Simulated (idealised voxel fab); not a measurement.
Module name: voxel self aligned vias (process module)
Cross-section cut: width 245 nm, square cells of 5 nm.
Heads up, the way a cross-section reads in here is a grid of square cells, handed over as bands from the top down, with every band being one or more rows of cells. Basically the band line says how high the top is and how high the bottom is, in nm, and then what's in it from left to right, every material with its width in nm. Empty space shows up as "empty", and if a single material carries "all across" it runs the full band edge to edge. Basically, 0 is our baseline, since under it the wafer straight out of the box is all one material. The bottom band has no lower end and keeps on going down, so it looks like "0 and below". You'd read "30..40" like this: the band's top row of cells is as wide as the first number, its bottom row is as wide as the second, and going down, every row changes width by the same amount as the row before did. For the purposes of this document, the phrase "nothing changed" attached to a step denotes that no cell within the cross-section was modified by that step. Entry "Enclosed internal voids" = empty spaces >= 8 cells with no open way to the top; each as width x height at distance, distance from left edge, all nm. Text after the settings on a step's line: the simulator's own remark on that step. The line of a step may include "overlay nm". On a step with a mask, this value is how far to the right of its planned place the mask lay. A negative value means the mask lay to the left.
-- This section lists the process steps that were planned
1. RECEIVE | material Si
2. CONFORMAL_DEP | material SiO2 | thk nm 10
3. CONFORMAL_DEP | material SiCN | thk nm 5
4. DIRECTIONAL_DEP | material lowk | thk nm 25
5. PATTERN | tone open | mask id LINES | material resist | width nm 30 | pitch nm 65 | thk nm 15 | overlay nm 0
6. DIRECTIONAL_ETCH | etch materials lowk | depth nm 25
7. STRIP | etch materials resist
8. CONFORMAL_DEP | material TiN | thk nm 5
9. FILL_DEP | material Ru | thk nm 10
10. CMP | height nm 40
11. SELECTIVE_ETCH | etch materials W Ru TiN | depth nm 10
12. FILL_DEP | material SiN | thk nm 5
13. CMP | height nm 40
14. DIRECTIONAL_DEP | material lowk | thk nm 15
15. MASKED_ETCH | tone open | mask id VIAS | width nm 40 | pitch nm 65 | etch materials lowk | depth nm 15 | overlay nm 0
16. MASKED_ETCH | tone open | mask id VIAS | width nm 40 | pitch nm 65 | etch materials SiN | depth nm 10 | overlay nm 0
17. CONFORMAL_DEP | material TiN | thk nm 5
18. FILL_DEP | material Ru | thk nm 10
19. CMP | height nm 55
20. CONFORMAL_DEP | material SiN | thk nm 5
-- Step 1 complete: cross-section of the wafer as received
	0 and below  Si all across
	Enclosed internal voids: none
-- Cross-section, end of module. Start: as above. Plan: as above. Execution: one mistake
	60 down to 55  W all across
	55 down to 45  lowk 35, then TiN 5, then Ru 30, then TiN 5, then lowk 25, then TiN 5, then Ru 30, then TiN 5, then lowk 25, then TiN 5, then Ru 30, then TiN 5, then lowk 40
	45 down to 35  lowk 35..40, then TiN 10..5, then Ru 20, then TiN 10..5, then lowk 25..35, then TiN 10..5, then Ru 20, then TiN 10..5, then lowk 25..35, then TiN 10..5, then Ru 20, then TiN 10..5, then lowk 40..45
	35 down to 30  lowk 40, then TiN 30, then lowk 35, then TiN 30, then lowk 35, then TiN 30, then lowk 45
	30 down to 20  lowk 40, then TiN 5, then Ru 20, then TiN 5, then lowk 35, then TiN 5, then Ru 20, then TiN 5, then lowk 35, then TiN 5, then Ru 20, then TiN 5, then lowk 45
	20 down to 15  lowk 40, then TiN 30, then lowk 35, then TiN 30, then lowk 35, then TiN 30, then lowk 45
	15 down to 10  SiCN all across
	10 down to 0  SiO2 all across
	0 and below  Si all across
	Enclosed internal voids: none
Deviation noted in wafer processing: note that step 20 departed from the planned setting and was carried out as CONFORMAL_DEP | material W | thk nm 5
